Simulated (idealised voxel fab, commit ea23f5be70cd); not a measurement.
Process module name: voxel transistor to metal
Square cells of 5 nm make up the cross-section cut, whose width is 300 nm.
Cross-section format: a grid of square cells, given as bands from top to bottom; each band is one or more rows of cells.
Band: top and bottom heights (nm) first, top before bottom; then materials from left to right, widths in nm. "throughout" marks a sole material filling the band edge to edge. "blank" denotes empty space.
Beneath 0, the wafer as received is one material, and that level is where height counting begins. The lowest band goes on downward without a bottom; it is written like "0 down".
A width such as "30 to 40" changes by the same amount from each row of cells to the next, from the band's top row to its bottom row.
A step reported as "no alteration" is a step in which no cell of the cross-section changed.
This entry, "Fully sealed cavities", enumerates those empty regions of no fewer than 8 cells that possess no open connection to the top. Each region is reported in the form width x height at distance, the distance being taken from the left edge, with all three quantities expressed in nm.
The remark found on a step's line after its settings is issued by the simulator itself and pertains to that step.
The optional step-line setting "overlay nm" applies to steps with a mask and quantifies how far to the right of its planned location the mask lay, a negative value indicating leftward placement.
The process steps that were planned are listed below:
- 1: op RECEIVE | material Si
- 2: op CONFORMAL_DEP | material SiO2 | thk nm 5
- 3: op CONFORMAL_DEP | material SiN | thk nm 10
- 4: op DIRECTIONAL_DEP | material aC | thk nm 15
- 5: op PATTERN | tone cover | mask id ACTIVE | material resist | width nm 95 | pitch nm 125 | thk nm 30 | overlay nm 0
- 6: op DIRECTIONAL_ETCH | etch materials aC | depth nm 15
- 7: op STRIP | etch materials resist
- 8: op DIRECTIONAL_ETCH | etch materials SiN | depth nm 10
- 9: op DIRECTIONAL_ETCH | etch materials SiO2 | depth nm 5
- 10: op DIRECTIONAL_ETCH | etch materials Si | depth nm 20
- 11: op STRIP | etch materials aC
- 12: op FILL_DEP | material SiO2 | thk nm 10
- 13: op CMP | height nm 15
- 14: op SELECTIVE_ETCH | etch materials SiO2 | depth nm 5
- 15: op STRIP | etch materials SiN
- 16: op SELECTIVE_ETCH | etch materials SiO2 | depth nm 5
- 17: op OXIDIZE | depth nm 5
- 18: op DIRECTIONAL_DEP | material polySi | thk nm 25
- 19: op DIRECTIONAL_DEP | material SiCN | thk nm 15
- 20: op DIRECTIONAL_DEP | material aC | thk nm 10
- 21: op PATTERN | tone cover | mask id GATE | material resist | width nm 15 | pitch nm 125 | thk nm 25 | overlay nm 0
- 22: op DIRECTIONAL_ETCH | etch materials aC | depth nm 10
- 23: op STRIP | etch materials resist
- 24: op DIRECTIONAL_ETCH | etch materials SiCN | depth nm 25
- 25: op DIRECTIONAL_ETCH | etch materials polySi | depth nm 35
- 26: op STRIP | etch materials aC
- 27: op CONFORMAL_DEP | material SiN | thk nm 5
- 28: op DIRECTIONAL_ETCH | etch materials SiN | depth nm 5
- 29: op DIRECTIONAL_ETCH | etch materials SiO2 | depth nm 5
- 30: op EPI | material nSi | thk nm 5
- 31: op FILL_DEP | material SiO2 | thk nm 10
- 32: op CMP | height nm 40
- 33: op DIRECTIONAL_DEP | material SiO2 | thk nm 15
- 34: op DIRECTIONAL_DEP | material aC | thk nm 15
- 35: op PATTERN | tone open | mask id CONTACT | material resist | width nm 15 | thk nm 35 | overlay nm 0
- 36: op DIRECTIONAL_ETCH | etch materials aC | depth nm 15
- 37: op STRIP | etch materials resist
- 38: op DIRECTIONAL_ETCH | etch materials SiO2 | depth nm 55
- 39: op STRIP | etch materials aC
- 40: op CONFORMAL_DEP | material TiN | thk nm 5
- 41: op FILL_DEP | material W | thk nm 5
- 42: op CMP | height nm 55
- 43: op DIRECTIONAL_DEP | material TiN | thk nm 5
- 44: op DIRECTIONAL_DEP | material W | thk nm 15
- 45: op DIRECTIONAL_DEP | material aC | thk nm 15
- 46: op PATTERN | tone cover | mask id METAL_1 | material resist | width nm 15 | thk nm 30 | overlay nm 0
- 47: op DIRECTIONAL_ETCH | etch materials aC | depth nm 15
- 48: op STRIP | etch materials resist
- 49: op DIRECTIONAL_ETCH | etch materials W | depth nm 15
- 50: op DIRECTIONAL_ETCH | etch materials TiN | depth nm 5
- 51: op STRIP | etch materials aC
- 52: op CONFORMAL_DEP | material SiN | thk nm 5
- 53: op FILL_DEP | material lowk | thk nm 5
- 54: op CMP | height nm 75
- 55: op CONFORMAL_DEP | material SiN | thk nm 5
As received (post step 1): cross-section:
- 0 down: Si throughout
- Fully sealed cavities: none
First of two wafers, end-of-module section, run followed plan:
- 80 to 75: SiN throughout
- 75 to 60: 45 lowk, then 5 SiN, then 15 W, then 5 SiN, then 35 lowk, then 5 SiN, then 15 W, then 5 SiN, then 40 lowk, then 5 SiN, then 15 W, then 5 SiN, then 35 lowk, then 5 SiN, then 15 W, then 5 SiN, then 45 lowk
- 60 to 55: 50 SiN, then 15 TiN, then 45 SiN, then 15 TiN, then 50 SiN, then 15 TiN, then 45 SiN, then 15 TiN, then 50 SiN
- 55 to 40: 50 SiO2, then 5 TiN, then 5 W, then 5 TiN, then 45 SiO2, then 5 TiN, then 5 W, then 5 TiN, then 50 SiO2, then 5 TiN, then 5 W, then 5 TiN, then 45 SiO2, then 5 TiN, then 5 W, then 5 TiN, then 50 SiO2
- 40 to 25: 50 SiO2, then 5 TiN, then 5 W, then 5 TiN, then 10 SiO2, then 5 SiN, then 15 SiCN, then 5 SiN, then 10 SiO2, then 5 TiN, then 5 W, then 5 TiN, then 50 SiO2, then 5 TiN, then 5 W, then 5 TiN, then 10 SiO2, then 5 SiN, then 15 SiCN, then 5 SiN, then 10 SiO2, then 5 TiN, then 5 W, then 5 TiN, then 50 SiO2
- 25 to 5: 50 SiO2, then 5 TiN, then 5 W, then 5 TiN, then 10 SiO2, then 5 SiN, then 15 polySi, then 5 SiN, then 10 SiO2, then 5 TiN, then 5 W, then 5 TiN, then 50 SiO2, then 5 TiN, then 5 W, then 5 TiN, then 10 SiO2, then 5 SiN, then 15 polySi, then 5 SiN, then 10 SiO2, then 5 TiN, then 5 W, then 5 TiN, then 50 SiO2
- 5 to 0: 35 SiO2, then 5 SiN, then 10 SiO2, then 15 TiN, then 10 SiO2, then 5 SiN, then 15 polySi, then 5 SiN, then 10 SiO2, then 15 TiN, then 10 SiO2, then 5 SiN, then 20 SiO2, then 5 SiN, then 10 SiO2, then 15 TiN, then 10 SiO2, then 5 SiN, then 15 polySi, then 5 SiN, then 10 SiO2, then 15 TiN, then 10 SiO2, then 5 SiN, then 35 SiO2
- 0 to -5: 40 SiO2, then 35 nSi, then 25 SiO2, then 35 nSi, then 30 SiO2, then 35 nSi, then 25 SiO2, then 35 nSi, then 40 SiO2
- -5 to -20: 40 SiO2, then 95 Si, then 30 SiO2, then 95 Si, then 40 SiO2
- -20 down: Si throughout
- Fully sealed cavities: none
End of module, second wafer, cross-section. Started like the first, planned like the first, run with one mistake:
- 80 to 75: SiN throughout
- 75 to 60: 40 lowk, then 5 SiN, then 15 W, then 5 SiN, then 35 lowk, then 5 SiN, then 15 W, then 5 SiN, then 40 lowk, then 5 SiN, then 15 W, then 5 SiN, then 35 lowk, then 5 SiN, then 15 W, then 5 SiN, then 50 lowk
- 60 to 55: 45 SiN, then 15 TiN, then 45 SiN, then 15 TiN, then 50 SiN, then 15 TiN, then 45 SiN, then 15 TiN, then 55 SiN
- 55 to 40: 50 SiO2, then 5 TiN, then 5 W, then 5 TiN, then 45 SiO2, then 5 TiN, then 5 W, then 5 TiN, then 50 SiO2, then 5 TiN, then 5 W, then 5 TiN, then 45 SiO2, then 5 TiN, then 5 W, then 5 TiN, then 50 SiO2
- 40 to 25: 50 SiO2, then 5 TiN, then 5 W, then 5 TiN, then 10 SiO2, then 5 SiN, then 15 SiCN, then 5 SiN, then 10 SiO2, then 5 TiN, then 5 W, then 5 TiN, then 50 SiO2, then 5 TiN, then 5 W, then 5 TiN, then 10 SiO2, then 5 SiN, then 15 SiCN, then 5 SiN, then 10 SiO2, then 5 TiN, then 5 W, then 5 TiN, then 50 SiO2
- 25 to 5: 50 SiO2, then 5 TiN, then 5 W, then 5 TiN, then 10 SiO2, then 5 SiN, then 15 polySi, then 5 SiN, then 10 SiO2, then 5 TiN, then 5 W, then 5 TiN, then 50 SiO2, then 5 TiN, then 5 W, then 5 TiN, then 10 SiO2, then 5 SiN, then 15 polySi, then 5 SiN, then 10 SiO2, then 5 TiN, then 5 W, then 5 TiN, then 50 SiO2
- 5 to 0: 35 SiO2, then 5 SiN, then 10 SiO2, then 15 TiN, then 10 SiO2, then 5 SiN, then 15 polySi, then 5 SiN, then 10 SiO2, then 15 TiN, then 10 SiO2, then 5 SiN, then 20 SiO2, then 5 SiN, then 10 SiO2, then 15 TiN, then 10 SiO2, then 5 SiN, then 15 polySi, then 5 SiN, then 10 SiO2, then 15 TiN, then 10 SiO2, then 5 SiN, then 35 SiO2
- 0 to -5: 40 SiO2, then 35 nSi, then 25 SiO2, then 35 nSi, then 30 SiO2, then 35 nSi, then 25 SiO2, then 35 nSi, then 40 SiO2
- -5 to -20: 40 SiO2, then 95 Si, then 30 SiO2, then 95 Si, then 40 SiO2
- -20 down: Si throughout
- Fully sealed cavities: none
Processing error: step 46 ran differently from the plan; actual operation with settings: op PATTERN | tone cover | mask id METAL_1 | material resist | width nm 15 | thk nm 30 | overlay nm -5
Same inventory, different map: at the end, the second wafer holds as many cells of each material as the first, placed elsewhere.
